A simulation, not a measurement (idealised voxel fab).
voxel ribs on slabs: a process module
It is cross-section cut that appears here, measuring 250 nm in width, its square cells being 5 nm in size.
Cross-section = grid of square cells, listed top down in bands; band = one or more rows. Band: top and bottom heights (nm) first, top before bottom; then materials from left to right, widths in nm. "full width" marks a sole material filling the band edge to edge. "air" denotes empty space. Height datum 0, below which the as-received substrate wafer is one material. Lowest band open at the bottom, running downward: "0 -> down". When a width is written as two numbers, as in "30..40", the first number is the width in the top row of cells of the band and the second is the width in its bottom row, and the width changes by the same amount from each row to the next. "no modification" means the step left every cell of the cross-section as it was. "closed voids" lists enclosed empty spaces (at least 8 cells, no open path upward to the top), each as width x height at distance from the left edge, in nm. It should be noted that, on the line of a given step, the content following the step's settings is a remark produced by the simulator itself with respect to that step. overlay nm: for a step with a mask, the amount by which the mask lay right of where it was planned; a negative amount means left of it.

## The process steps that were planned are listed below
1) RECEIVE with material Si
2) DIRECTIONAL_DEP with material SiO2, thk nm 30
3) DIRECTIONAL_DEP with material SiN, thk nm 15
4) PATTERN with tone cover, mask id RIB, material resist, width nm 25, thk nm 15, overlay nm 0
5) DIRECTIONAL_ETCH with etch materials SiN, depth nm 5
6) STRIP with etch materials resist
7) MASKED_ETCH with tone cover, mask id SLAB, width nm 55, etch materials SiN, depth nm 10, overlay nm 0
8) FILL_DEP with material SiO2, thk nm 20
9) CMP with height nm 60
10) DIRECTIONAL_DEP with material W, thk nm 5
11) MASKED_ETCH with tone cover, mask id HEATER, width nm 35, etch materials W, depth nm 5, overlay nm 0
12) CONFORMAL_DEP with material SiN, thk nm 10

## Account of the first of two wafers, which was processed as intended

## Incoming wafer in cross-section (state: after step 1)
  0 -> down: Si full width
  closed voids: none

## The wafer in cross-section once step 2 is complete
  30 -> 0: SiO2 full width
  No changes below 0.

## The wafer in cross-section once step 3 is complete
  45 -> 30: SiN full width
  No changes below 30.

## The wafer in cross-section once step 4 is complete
  60 -> 45: air=110; resist=25; air=115
  No changes below 45.

## The wafer in cross-section once step 5 is complete
  60 -> 45: air=110; resist=25; air=115
  45 -> 40: air=110; SiN=25; air=115
  No changes below 40.

## The wafer in cross-section once step 6 is complete
  45 -> 40: air=110; SiN=25; air=115
  No changes below 40.

## The wafer in cross-section once step 7 is complete
  45 -> 40: air=110; SiN=25; air=115
  40 -> 30: air=95; SiN=55; air=100
  No changes below 30.

## The wafer in cross-section once step 8 is complete
  65 -> 45: SiO2 full width
  45 -> 40: SiO2=110; SiN=25; SiO2=115
  40 -> 30: SiO2=95; SiN=55; SiO2=100
  No changes below 30.

## The wafer in cross-section once step 9 is complete
  60 -> 45: SiO2 full width
  No changes below 45.

## The wafer in cross-section once step 10 is complete
  65 -> 60: W full width
  No changes below 60.

## The wafer in cross-section once step 11 is complete
  65 -> 60: air=105; W=35; air=110
  No changes below 60.

## The wafer in cross-section once step 12 is complete
  75 -> 70: air=95; SiN=55; air=100
  70 -> 65: SiN full width
  65 -> 60: SiN=105; W=35; SiN=110
  No changes below 60.

## Wafer two: like wafer one in start and plan, but with one mistake in execution; identical up to and including step 2

## Cross-section of the second wafer when, according to plan, step 3 should have finished
  45 -> 30: air=110; resist=25; air=115
  No changes below 30.

## Cross-section of the second wafer when, according to plan, step 4 should have finished
  60 -> 45: air=110; SiN=25; air=115
  45 -> 30: SiN=110; resist=25; SiN=115
  No changes below 30.

## Cross-section of the second wafer when, according to plan, step 5 should have finished
  55 -> 45: air=110; SiN=25; air=115
  45 -> 40: air=110; resist=25; air=115
  No changes below 40.

## Cross-section of the second wafer when, according to plan, step 6 should have finished
  40 -> 30: SiN=110; air=25; SiN=115
  No changes below 30.

## Cross-section of the second wafer when, according to plan, step 7 should have finished
  40 -> 30: air=95; SiN=15; air=25; SiN=15; air=100
  No changes below 30.

## Cross-section of the second wafer when, according to plan, step 8 should have finished
  60 -> 40: SiO2 full width
  40 -> 30: SiO2=95; SiN=15; SiO2=25; SiN=15; SiO2=100
  No changes below 30.

Cross-section of the second wafer when, according to plan, step 9 should have finished: no modification

## Cross-section of the second wafer when, according to plan, step 10 should have finished
  65 -> 60: W full width
  No changes below 60.

## Cross-section of the second wafer when, according to plan, step 11 should have finished
  65 -> 60: air=105; W=35; air=110
  No changes below 60.

## Cross-section of the second wafer when, according to plan, step 12 should have finished
  75 -> 70: air=95; SiN=55; air=100
  70 -> 65: SiN full width
  65 -> 60: SiN=105; W=35; SiN=110
  No changes below 60.
The mistake made against the process plan was this: sequence error: steps 3 and 4 interchanged
Wrapping up, a cell-based count of both wafers puts the second over or under the first for these materials: -15 SiN, +15 SiO2
